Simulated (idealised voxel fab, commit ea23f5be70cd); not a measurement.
Process module heading - voxel transistor to metal
We display cut, a cross-section 160 nm in width whose square cells are each 5 nm.
A cross-section in this document is a grid of square cells, and it is written down as bands, the top band listed before the ones below it; a band is made up of one or more rows of cells. Basically the band line says how high the top is and how high the bottom is, in nm, and then what's in it from left to right, every material with its width in nm. Empty space shows up as "empty", and if a single material carries "all across" it runs the full band edge to edge. Heights are expressed relative to 0, this being the level below which the as-received wafer comprises one material exclusively. The lowest band is unbounded in the downward direction and is denoted as in "0 -> down". It should be noted that a width expressed as "30 to 40" varies in equal increments from row to row of cells within the band, taking the value of the first number at the top row and that of the second number at the bottom row. When a step is marked "changes: none", none of the cells in the cross-section changed during that step. The entry titled "Cavities, closed" provides the empty spaces that have no open way to the top, restricted to those of 8 cells or more. Each is presented as width x height at distance, the distance being measured from the left edge, with all three in nm. Heads up: the bit after the settings on a step's line is the simulator's remark on that step. If you see "overlay nm" on a step's line and that step has a mask, it's telling you how far right of where it was planned the mask ended up; a negative number means it went left instead.

The process steps that were planned are listed below:
1: RECEIVE | material Si
2: OXIDIZE | depth nm 5
3: CONFORMAL_DEP | material SiN | thk nm 10
4: PATTERN | tone cover | mask id ACTIVE | material resist | width nm 100 | thk nm 20 | overlay nm 0
5: DIRECTIONAL_ETCH | etch materials SiN | depth nm 10
6: DIRECTIONAL_ETCH | etch materials SiO2 | depth nm 5
7: DIRECTIONAL_ETCH | etch materials Si | depth nm 30
8: STRIP | etch materials resist
9: OXIDIZE | depth nm 5
10: FILL_DEP | material SiO2 | thk nm 5
11: CMP | height nm 10
12: SELECTIVE_ETCH | etch materials SiO2 | depth nm 5
13: STRIP | etch materials SiN
14: SELECTIVE_ETCH | etch materials SiO2 | depth nm 5
15: OXIDIZE | depth nm 5
16: DIRECTIONAL_DEP | material polySi | thk nm 25
17: DIRECTIONAL_DEP | material SiCN | thk nm 15
18: MASKED_ETCH | tone cover | mask id GATE | width nm 20 | etch materials SiCN | depth nm 25 | overlay nm 0
19: MASKED_ETCH | tone cover | mask id GATE | width nm 20 | etch materials polySi | depth nm 35 | overlay nm 0
20: CONFORMAL_DEP | material SiN | thk nm 5
21: DIRECTIONAL_ETCH | etch materials SiN | depth nm 5
22: DIRECTIONAL_ETCH | etch materials SiO2 | depth nm 5
23: EPI | material nSi | thk nm 5
24: FILL_DEP | material SiO2 | thk nm 5
25: CMP | height nm 35
26: DIRECTIONAL_DEP | material SiO2 | thk nm 15
27: PATTERN | tone open | mask id CONTACT | material resist | width nm 20 | pitch nm 70 | thk nm 20 | overlay nm 0
28: DIRECTIONAL_ETCH | etch materials SiO2 | depth nm 55
29: STRIP | etch materials resist
30: CONFORMAL_DEP | material TiN | thk nm 5
31: FILL_DEP | material W | thk nm 10
32: CMP | height nm 50
33: CONFORMAL_DEP | material SiN | thk nm 5
34: DIRECTIONAL_DEP | material lowk | thk nm 20
35: PATTERN | tone open | mask id METAL_1 | material resist | width nm 20 | pitch nm 70 | thk nm 15 | overlay nm 0
36: DIRECTIONAL_ETCH | etch materials lowk | depth nm 20
37: DIRECTIONAL_ETCH | etch materials SiN | depth nm 5
38: STRIP | etch materials resist
39: CONFORMAL_DEP | material TiN | thk nm 5
40: FILL_DEP | material Ru | thk nm 10
41: CMP | height nm 75
42: CONFORMAL_DEP | material SiCN | thk nm 5
43: DIRECTIONAL_DEP | material lowk | thk nm 25
44: DIRECTIONAL_DEP | material aC | thk nm 15
45: PATTERN | tone open | mask id METAL_2_HOLES | material resist | width nm 15 | pitch nm 70 | thk nm 35 | overlay nm 0
46: DIRECTIONAL_ETCH | etch materials aC | depth nm 15
47: STRIP | etch materials resist
48: DIRECTIONAL_ETCH | etch materials lowk | depth nm 25
49: STRIP | etch materials aC
50: PATTERN | tone open | mask id METAL_2 | material resist | width nm 20 | pitch nm 70 | thk nm 15 | overlay nm 0
51: DIRECTIONAL_ETCH | etch materials lowk | depth nm 15
52: DIRECTIONAL_ETCH | etch materials SiCN | depth nm 5
53: STRIP | etch materials resist
54: CONFORMAL_DEP | material TiN | thk nm 5
55: FILL_DEP | material Cu | thk nm 10
56: CMP | height nm 105
57: CONFORMAL_DEP | material SiCN | thk nm 5

Step 1 complete: cross-section of the wafer as received:
- 0 -> down = Si all across
- Cavities, closed: none

As-planned run: cross-section of the first of two wafers at end of module:
- 110 -> 105 = SiCN all across
- 105 -> 95 = lowk 35 nm, then TiN 5 nm, then Cu 10 nm, then TiN 5 nm, then lowk 50 nm, then TiN 5 nm, then Cu 10 nm, then TiN 5 nm, then lowk 35 nm
- 95 -> 90 = lowk 35 nm, then TiN 5 nm, then Cu 5 nm, then TiN 10 nm, then lowk 50 nm, then TiN 5 nm, then Cu 5 nm, then TiN 10 nm, then lowk 35 nm
- 90 -> 80 = lowk 35 nm, then TiN 5 nm, then Cu 5 nm, then TiN 5 nm, then lowk 55 nm, then TiN 5 nm, then Cu 5 nm, then TiN 5 nm, then lowk 40 nm
- 80 -> 75 = SiCN 35 nm, then TiN 15 nm, then SiCN 55 nm, then TiN 15 nm, then SiCN 40 nm
- 75 -> 55 = lowk 35 nm, then TiN 5 nm, then Ru 10 nm, then TiN 5 nm, then lowk 50 nm, then TiN 5 nm, then Ru 10 nm, then TiN 5 nm, then lowk 35 nm
- 55 -> 50 = SiN 35 nm, then TiN 20 nm, then SiN 50 nm, then TiN 20 nm, then SiN 35 nm
- 50 -> 35 = SiO2 35 nm, then TiN 5 nm, then W 10 nm, then TiN 5 nm, then SiO2 50 nm, then TiN 5 nm, then W 10 nm, then TiN 5 nm, then SiO2 35 nm
- 35 -> 20 = SiO2 35 nm, then TiN 5 nm, then W 10 nm, then TiN 5 nm, then SiO2 10 nm, then SiN 5 nm, then SiCN 20 nm, then SiN 5 nm, then SiO2 10 nm, then TiN 5 nm, then W 10 nm, then TiN 5 nm, then SiO2 35 nm
- 20 -> 0 = SiO2 35 nm, then TiN 5 nm, then W 10 nm, then TiN 5 nm, then SiO2 10 nm, then SiN 5 nm, then polySi 20 nm, then SiN 5 nm, then SiO2 10 nm, then TiN 5 nm, then W 10 nm, then TiN 5 nm, then SiO2 35 nm
- 0 -> -5 = SiO2 25 nm, then SiN 5 nm, then SiO2 5 nm, then TiN 20 nm, then SiO2 10 nm, then SiN 5 nm, then polySi 20 nm, then SiN 5 nm, then SiO2 10 nm, then TiN 20 nm, then SiO2 5 nm, then SiN 5 nm, then SiO2 25 nm
- -5 -> -10 = SiO2 30 nm, then nSi 35 nm, then SiO2 30 nm, then nSi 35 nm, then SiO2 30 nm
- -10 -> -40 = SiO2 35 nm, then Si 90 nm, then SiO2 35 nm
- -40 -> down = Si all across
- Cavities, closed: none

End-of-module cross-section of the second wafer: identical starting point and process plan to the first, with one processing mistake:
- 110 -> 105 = SiCN all across
- 105 -> 95 = lowk 35 nm, then TiN 5 nm, then Cu 10 nm, then TiN 5 nm, then lowk 50 nm, then TiN 5 nm, then Cu 10 nm, then TiN 5 nm, then lowk 35 nm
- 95 -> 90 = lowk 35 nm, then TiN 5 nm, then Cu 5 nm, then TiN 10 nm, then lowk 50 nm, then TiN 5 nm, then Cu 5 nm, then TiN 10 nm, then lowk 35 nm
- 90 -> 80 = lowk 35 nm, then TiN 5 nm, then Cu 5 nm, then TiN 5 nm, then lowk 55 nm, then TiN 5 nm, then Cu 5 nm, then TiN 5 nm, then lowk 40 nm
- 80 -> 75 = SiCN 35 nm, then TiN 15 nm, then SiCN 55 nm, then TiN 15 nm, then SiCN 40 nm
- 75 -> 55 = lowk 35 nm, then TiN 5 nm, then Ru 10 nm, then TiN 5 nm, then lowk 50 nm, then TiN 5 nm, then Ru 10 nm, then TiN 5 nm, then lowk 35 nm
- 55 -> 50 = SiN 35 nm, then TiN 20 nm, then SiN 50 nm, then TiN 20 nm, then SiN 35 nm
- 50 -> 35 = SiO2 35 nm, then TiN 5 nm, then W 10 nm, then TiN 5 nm, then SiO2 50 nm, then TiN 5 nm, then W 10 nm, then TiN 5 nm, then SiO2 35 nm
- 35 -> 25 = SiO2 35 nm, then TiN 5 nm, then W 10 nm, then TiN 5 nm, then SiO2 10 nm, then SiN 5 nm, then SiCN 20 nm, then SiN 5 nm, then SiO2 10 nm, then TiN 5 nm, then W 10 nm, then TiN 5 nm, then SiO2 35 nm
- 25 -> 0 = SiO2 35 nm, then TiN 5 nm, then W 10 nm, then TiN 5 nm, then SiO2 10 nm, then SiN 5 nm, then polySi 20 nm, then SiN 5 nm, then SiO2 10 nm, then TiN 5 nm, then W 10 nm, then TiN 5 nm, then SiO2 35 nm
- 0 -> -5 = SiO2 30 nm, then SiN 5 nm, then TiN 20 nm, then SiO2 50 nm, then TiN 20 nm, then SiN 5 nm, then SiO2 30 nm
- -5 -> -10 = nSi 30 nm, then SiO2 100 nm, then nSi 30 nm
- -10 -> -40 = Si 25 nm, then SiO2 110 nm, then Si 25 nm
- -40 -> down = Si all across
- Cavities, closed: none
Plan not followed: step 4 was processed under conditions differing from the plan, specifically as PATTERN | tone open | mask id ACTIVE | material resist | width nm 100 | thk nm 20 | overlay nm 0
The second wafer ends with more or fewer cells of some materials than the first, per final count: Si -48, SiCN -4, SiN -2, SiO2 +56, nSi -2
